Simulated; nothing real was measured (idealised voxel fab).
Presented below is a process module, voxel wiring stack.
Xsec cut, 240 nm wide, square cell size 5 nm.
Throughout this document, each cross-section is represented as a grid of square cells and is presented as a sequence of bands enumerated from the top downward, where a band comprises one or more rows of cells.
Band: top and bottom heights (nm) first, top before bottom; then materials from left to right, widths in nm. "throughout" marks a sole material filling the band edge to edge. "blank" denotes empty space.
Ref level 0: as-received wafer is one material below here. Bottom band extends down with no lower bound ("0 -> down").
Per-row width for "30..40": begins at first number (top row of band), ends at second number (bottom row), increment between rows held constant.
Any step labelled "nothing different" changed none of the cells in the cross-section.
You'll see "Closed void list" listing empty spaces that have no way open to the top, as long as they're 8 cells or more; the notation is width x height at distance, where the distance is from the left edge, and all of it is in nm.
Past the settings on a step's line: simulator remark, on that step.
The line of a step may include "overlay nm". On a step with a mask, this value is how far to the right of its planned place the mask lay. A negative value means the mask lay to the left.
Pairs follow: section before one process step, section after it down to the lowest changed band, step with settings underneath. Pairs may come from different runs of this module on the same starting wafer; continuity with the pair above only as stated in the "Pre-step snapshot" entry.

Pre-step snapshot:
165 -> 145 | resist 85  blank 25  resist 15  blank 25  resist 90
145 -> 115 | SiO2 throughout
115 -> 110 | SiCN throughout
110 -> 100 | SiO2 85  TiN 5  Ru 15  TiN 5  SiO2 15  TiN 5  Ru 15  TiN 5  SiO2 90
100 -> 95 | SiO2 85  TiN 5  Ru 5  TiN 15  SiO2 15  TiN 25  SiO2 90
95 -> 85 | SiO2 85  TiN 5  Ru 5  TiN 5  SiO2 140
85 -> 80 | SiCN 85  TiN 15  SiCN 140
80 -> 65 | Cu 80  TiN 5  SiO2 25  TiN 5  Cu 5  TiN 5  SiO2 25  TiN 5  Cu 85
65 -> 60 | TiN 85  SiN 25  TiN 15  SiN 25  TiN 90
60 -> 45 | lowk 85  Ru 15  lowk 25  Ru 15  lowk 100
45 -> 40 | SiCN 85  Ru 15  SiCN 25  Ru 15  SiCN 100
40 -> 20 | SiO2 85  Ru 25  SiO2 15  Ru 25  SiO2 90
20 -> 15 | SiO2 85  TiN 25  SiO2 15  TiN 25  SiO2 90
15 -> 0 | SiO2 throughout
0 -> down | Si throughout
Closed void list: none

Post-Process View:
165 -> 145 | resist 85  blank 25  resist 15  blank 25  resist 90
145 -> 125 | SiO2 85  blank 25  SiO2 15  blank 25  SiO2 90
Whatever lies below 125 is exactly as it was before.
Closed void list: none
Formally, the process step situated between the two cross-sections above is DIRECTIONAL_ETCH with etch materials SiO2, depth nm 20

Pre-step snapshot: as shown after the step in the preceding pair, directly above.

Post-Process View:
145 -> 125 | SiO2 85  blank 25  SiO2 15  blank 25  SiO2 90
Whatever lies below 125 is exactly as it was before.
Closed void list: none
Formally, the process step situated between the two cross-sections above is STRIP with etch materials resist

Pre-step snapshot: as shown after the step in the preceding pair, directly above.

Post-Process View:
145 -> 125 | SiO2 85  blank 25  SiO2 15  blank 25  SiO2 90
125 -> 115 | SiO2 85  blank 15  SiO2 25  blank 15  SiO2 100
Whatever lies below 115 is exactly as it was before.
Closed void list: none
Formally, the process step situated between the two cross-sections above is MASKED_ETCH with tone open, mask id METAL_4_HOLES, width nm 15, pitch nm 40, etch materials SiO2, depth nm 10, overlay nm 0

Pre-step snapshot: as shown after the step in the preceding pair, directly above.

Post-Process View:
145 -> 125 | SiO2 85  blank 25  SiO2 15  blank 25  SiO2 90
125 -> 115 | SiO2 85  blank 15  SiO2 25  blank 15  SiO2 100
115 -> 110 | SiCN 85  blank 15  SiCN 25  blank 15  SiCN 100
Whatever lies below 110 is exactly as it was before.
Closed void list: none
Formally, the process step situated between the two cross-sections above is MASKED_ETCH with tone open, mask id METAL_4_HOLES, width nm 15, pitch nm 40, etch materials SiCN, depth nm 5, overlay nm 0

Pre-step snapshot: as shown after the step in the preceding pair, directly above.

Post-Process View:
150 -> 145 | TiN 90  blank 15  TiN 25  blank 15  TiN 95
145 -> 130 | SiO2 85  TiN 5  blank 15  TiN 5  SiO2 15  TiN 5  blank 15  TiN 5  SiO2 90
130 -> 125 | SiO2 85  TiN 5  blank 5  TiN 15  SiO2 15  TiN 5  blank 5  TiN 15  SiO2 90
125 -> 115 | SiO2 85  TiN 5  blank 5  TiN 5  SiO2 25  TiN 5  blank 5  TiN 5  SiO2 100
115 -> 110 | SiCN 85  TiN 15  SiCN 25  TiN 15  SiCN 100
Whatever lies below 110 is exactly as it was before.
Closed void list: none
Formally, the process step situated between the two cross-sections above is CONFORMAL_DEP with material TiN, thk nm 5

Pre-step snapshot: as shown after the step in the preceding pair, directly above.

Post-Process View:
155 -> 150 | Cu throughout
150 -> 145 | TiN 90  Cu 15  TiN 25  Cu 15  TiN 95
145 -> 130 | SiO2 85  TiN 5  Cu 15  TiN 5  SiO2 15  TiN 5  Cu 15  TiN 5  SiO2 90
130 -> 125 | SiO2 85  TiN 5  Cu 5  TiN 15  SiO2 15  TiN 5  Cu 5  TiN 15  SiO2 90
125 -> 115 | SiO2 85  TiN 5  Cu 5  TiN 5  SiO2 25  TiN 5  Cu 5  TiN 5  SiO2 100
Whatever lies below 115 is exactly as it was before.
Closed void list: none
Formally, the process step situated between the two cross-sections above is FILL_DEP with material Cu, thk nm 5

Pre-step snapshot: as shown after the step in the preceding pair, directly above.

Post-Process View:
145 -> 130 | SiO2 85  TiN 5  Cu 15  TiN 5  SiO2 15  TiN 5  Cu 15  TiN 5  SiO2 90
Whatever lies below 130 is exactly as it was before.
Closed void list: none
Formally, the process step situated between the two cross-sections above is CMP with height nm 145

Pre-step snapshot: as shown after the step in the preceding pair, directly above.

Post-Process View:
150 -> 145 | SiN throughout
Whatever lies below 145 is exactly as it was before.
Closed void list: none
Formally, the process step situated between the two cross-sections above is CONFORMAL_DEP with material SiN, thk nm 5
